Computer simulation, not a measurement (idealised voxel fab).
Process module in this document: voxel tone inversion
Section shown: cut. Width: 245 nm. Cell size: 5 nm, square.
Cross-section format: a grid of square cells, given as bands from top to bottom; each band is one or more rows of cells. Heads up on the band format: heights come first, top then bottom, in nm. After that it's the materials left to right, each with its width in nm. A single material flagged "throughout" fills the whole band edge to edge, and "air" means there's empty space there. Where do heights start? At 0: under that level the wafer as delivered is made of one material only. And the lowest band has no floor; it just carries on downward, as in "0 and below". Note: "30 to 40" means the width goes from the first number (top row of the band) to the second number (bottom row) in equal steps per row of cells. Basically "no alterations made" means that step didn't change any cell in the cross-section. "Enclosed void inventory" specifies each empty space that is not open to the top and that occupies no fewer than 8 cells, using the form width x height at distance, the distance measured from the left edge and all three quantities in nm. Anything after a step's settings on that line? It's the simulator's own note about the step. You can add "overlay nm" to a step's line. For a step with a mask, it describes how far the mask lay to the right of its planned position, and a negative number describes a lay to the left.
### Intended process steps
- 1: RECEIVE with material Si
- 2: CONFORMAL_DEP with material SiN, thk nm 10
- 3: DIRECTIONAL_DEP with material polySi, thk nm 15
- 4: PATTERN with tone cover, mask id POSTS, material resist, width nm 20, pitch nm 45, thk nm 20, overlay nm 0
- 5: DIRECTIONAL_ETCH with etch materials polySi, depth nm 15
- 6: STRIP with etch materials resist
- 7: FILL_DEP with material SiO2, thk nm 10
- 8: CMP with height nm 25
- 9: STRIP with etch materials polySi
- 10: CONFORMAL_DEP with material TiN, thk nm 5
- 11: FILL_DEP with material Cu, thk nm 5
- 12: CMP with height nm 25
- 13: CONFORMAL_DEP with material SiCN, thk nm 5
### The cross-section here shows the wafer as received, i.e. in its state after step 1
* 0 and below: Si throughout
* Enclosed void inventory: none
### Wafer cross-section at end of module: start and plan as shown above, one execution error
* 30 down to 25: SiCN throughout
* 25 down to 15: SiO2 60 nm  TiN 5 nm  Cu 10 nm  TiN 5 nm  SiO2 25 nm  TiN 5 nm  Cu 10 nm  TiN 5 nm  SiO2 25 nm  TiN 5 nm  Cu 10 nm  TiN 5 nm  SiO2 75 nm
* 15 down to 10: SiO2 60 nm  TiN 20 nm  SiO2 25 nm  TiN 20 nm  SiO2 25 nm  TiN 20 nm  SiO2 75 nm
* 10 down to 0: SiN throughout
* 0 and below: Si throughout
* Enclosed void inventory: none
Which mistake was made when the wafer was run? step 4 ran with different settings than intended, the actual operation and settings being PATTERN with tone cover, mask id POSTS, material resist, width nm 20, pitch nm 45, thk nm 20, overlay nm -5
